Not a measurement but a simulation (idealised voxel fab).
process module | voxel released beams
cross-section cut | 255 nm wide | cells 5 nm
A cross-section is a grid of square cells, given in bands from the top down. A band is one or more rows of cells.
Each band's line starts with the height of the band's top and of its bottom, in nm. Then come its materials from left to right, each with its width in nm. One material with "throughout" fills the band from edge to edge. "air" is empty space.
Height 0 is the level under which the wafer as received is all one material. The lowest band goes on downwards, as in "0 down".
A width such as "30 to 40" changes by the same amount from each row of cells to the next, from the band's top row to its bottom row.
"no change" after a step means that no cell of the cross-section changed.
closed voids: empty space of 8 cells or more with no open way to the top, each as width x height at its distance from the left edge, in nm
after a step's settings: what the simulator itself notes on the step
overlay nm, on a step with a mask: how far to the right of its planned place the mask lay; to the left if negative
plan
1 op RECEIVE | material Si
2 op CONFORMAL_DEP | material Al2O3 | thk nm 10
3 op DIRECTIONAL_DEP | material SiO2 | thk nm 15
4 op DIRECTIONAL_DEP | material aC | thk nm 15
5 op PATTERN | tone open | mask id ANCHOR | material resist | width nm 45 | thk nm 30 | overlay nm 0
6 op DIRECTIONAL_ETCH | etch materials aC | depth nm 15
7 op STRIP | etch materials resist
8 op DIRECTIONAL_ETCH | etch materials SiO2 | depth nm 15
9 op STRIP | etch materials aC
10 op CONFORMAL_DEP | material polySi | thk nm 15
11 op PATTERN | tone cover | mask id BEAM | material resist | width nm 110 | thk nm 20 | overlay nm 0
12 op DIRECTIONAL_ETCH | etch materials polySi | depth nm 15
13 op STRIP | etch materials resist
14 op STRIP | etch materials SiO2
as received, after step 1
  0 down: Si throughout
  closed voids: none
a wafer at the end: this start, this plan, one mistake
  55 to 40: air 70 | polySi 110 | air 75
  40 to 25: polySi throughout
  25 to 10: SiO2 75 | polySi 45 | SiO2 135
  10 to 0: Al2O3 throughout
  0 down: Si throughout
  closed voids: none
what went wrong: step 10 was run twice
